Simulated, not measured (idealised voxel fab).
Name of the process module below: voxel transistor to metal
Cross-sectional view cut (width: 175 nm; square cell size: 5 nm).
If you're reading a cross-section in this doc, picture square cells in a grid; it comes to you as bands, top ones listed first down to the bottom, and a band can be one or more rows of cells. A band entry consists of two parts. The first gives the height of the band's top and the height of its bottom, in nm. The rest lists the band's materials from left to right, each with its width in nm. A single material labelled with the word "full width" fills the band from edge to edge, and the word "air" marks empty space. All heights in this document are referenced to 0, defined as the level beneath which the wafer, as received, consists entirely of one material. The lowest band is not bounded below; it extends indefinitely downward and is written in the form "top 0, no bottom". It should be noted that a width expressed as "30 to 40" varies in equal increments from row to row of cells within the band, taking the value of the first number at the top row and that of the second number at the bottom row. Basically "no alterations made" means that step didn't change any cell in the cross-section. The label "Fully sealed cavities" introduces a list of the empty spaces, 8 cells or larger, that have no open way up to the top; each entry in it reads width x height at distance, where the distance is taken from the left edge and all three are stated in nm. after a step's settings: what the simulator itself notes on the step. For masked steps, "overlay nm" on the step line gives how far right of plan the mask actually lay; a minus sign means it lay to the left.

### Set out below are the planned steps of the process
1. RECEIVE [material Si]
2. OXIDIZE [depth nm 5]
3. CONFORMAL_DEP [material SiN] [thk nm 10]
4. DIRECTIONAL_DEP [material aC] [thk nm 10]
5. PATTERN [tone cover] [mask id ACTIVE] [material resist] [width nm 105] [thk nm 30] [overlay nm 0]
6. DIRECTIONAL_ETCH [etch materials aC] [depth nm 10]
7. STRIP [etch materials resist]
8. DIRECTIONAL_ETCH [etch materials SiN] [depth nm 10]
9. DIRECTIONAL_ETCH [etch materials SiO2] [depth nm 5]
10. DIRECTIONAL_ETCH [etch materials Si] [depth nm 25]
11. STRIP [etch materials aC]
12. FILL_DEP [material SiO2] [thk nm 15]
13. CMP [height nm 10]
14. SELECTIVE_ETCH [etch materials SiO2] [depth nm 5]
15. STRIP [etch materials SiN]
16. SELECTIVE_ETCH [etch materials SiO2] [depth nm 5]
17. OXIDIZE [depth nm 5]
18. DIRECTIONAL_DEP [material polySi] [thk nm 30]
19. DIRECTIONAL_DEP [material SiCN] [thk nm 15]
20. PATTERN [tone cover] [mask id GATE] [material resist] [width nm 15] [thk nm 20] [overlay nm 0]
21. DIRECTIONAL_ETCH [etch materials SiCN] [depth nm 25]
22. DIRECTIONAL_ETCH [etch materials polySi] [depth nm 40]
23. STRIP [etch materials resist]
24. CONFORMAL_DEP [material SiO2] [thk nm 5]
25. DIRECTIONAL_ETCH [etch materials SiO2] [depth nm 5]
26. CONFORMAL_DEP [material SiN] [thk nm 10]
27. DIRECTIONAL_ETCH [etch materials SiN] [depth nm 10]
28. DIRECTIONAL_ETCH [etch materials SiO2] [depth nm 5]
29. DIRECTIONAL_ETCH [etch materials Si] [depth nm 15]
30. EPI [material pSi] [thk nm 20]
31. FILL_DEP [material SiO2] [thk nm 5]
32. CMP [height nm 40]
33. DIRECTIONAL_DEP [material SiO2] [thk nm 15]
34. PATTERN [tone open] [mask id CONTACT] [material resist] [width nm 20] [pitch nm 65] [thk nm 20] [overlay nm 0]
35. DIRECTIONAL_ETCH [etch materials SiO2] [depth nm 45]
36. STRIP [etch materials resist]
37. CONFORMAL_DEP [material TiN] [thk nm 5]
38. FILL_DEP [material Ru] [thk nm 5]
39. CMP [height nm 55]
40. DIRECTIONAL_DEP [material TiN] [thk nm 5]
41. DIRECTIONAL_DEP [material Ru] [thk nm 25]
42. PATTERN [tone cover] [mask id METAL_1] [material resist] [width nm 20] [pitch nm 65] [thk nm 20] [overlay nm 0]
43. DIRECTIONAL_ETCH [etch materials Ru] [depth nm 25]
44. DIRECTIONAL_ETCH [etch materials TiN] [depth nm 5]
45. STRIP [etch materials resist]
46. FILL_DEP [material SiO2] [thk nm 5]
47. CMP [height nm 85]
48. CONFORMAL_DEP [material SiN] [thk nm 5]

### as received, after step 1
* top 0, no bottom: Si full width
* Fully sealed cavities: none

### End-of-module cross-section. Starting structure and process plan as above; one mistake made in running it
* top 90, bottom 85: SiN full width
* top 85, bottom 60: 45 of SiO2 / 20 of Ru / 45 of SiO2 / 20 of Ru / 45 of SiO2
* top 60, bottom 55: 45 of SiO2 / 20 of TiN / 45 of SiO2 / 20 of TiN / 45 of SiO2
* top 55, bottom 40: 45 of SiO2 / 5 of TiN / 10 of Ru / 5 of TiN / 45 of SiO2 / 5 of TiN / 10 of Ru / 5 of TiN / 45 of SiO2
* top 40, bottom 25: 45 of SiO2 / 5 of TiN / 10 of Ru / 5 of TiN / 10 of SiN / 5 of SiO2 / 15 of SiCN / 5 of SiO2 / 10 of SiN / 5 of TiN / 10 of Ru / 5 of TiN / 45 of SiO2
* top 25, bottom 15: 45 of SiO2 / 5 of TiN / 10 of Ru / 5 of TiN / 10 of SiN / 5 of SiO2 / 15 of polySi / 5 of SiO2 / 10 of SiN / 5 of TiN / 10 of Ru / 5 of TiN / 45 of SiO2
* top 15, bottom 10: 45 of SiO2 / 20 of TiN / 10 of SiN / 5 of SiO2 / 15 of polySi / 5 of SiO2 / 10 of SiN / 20 of TiN / 45 of SiO2
* top 10, bottom 0: 30 of SiO2 / 35 of pSi / 10 of SiN / 5 of SiO2 / 15 of polySi / 5 of SiO2 / 10 of SiN / 25 of pSi / 40 of SiO2
* top 0, bottom -5: 30 of SiO2 / 10 of SiN / 25 of pSi / 10 of SiN / 5 of SiO2 / 15 of polySi / 5 of SiO2 / 10 of SiN / 15 of pSi / 10 of SiN / 40 of SiO2
* top -5, bottom -10: 40 of SiO2 / 25 of pSi / 45 of SiO2 / 15 of pSi / 50 of SiO2
* top -10, bottom -25: 30 of SiO2 / 10 of Si / 25 of pSi / 45 of Si / 15 of pSi / 10 of Si / 40 of SiO2
* top -25, bottom -30: 30 of SiO2 / 105 of Si / 40 of SiO2
* top -30, no bottom: Si full width
* Fully sealed cavities: none
Where did the run depart from the plan? contrary to plan, step 5 was performed as PATTERN [tone cover] [mask id ACTIVE] [material resist] [width nm 105] [thk nm 30] [overlay nm -5]
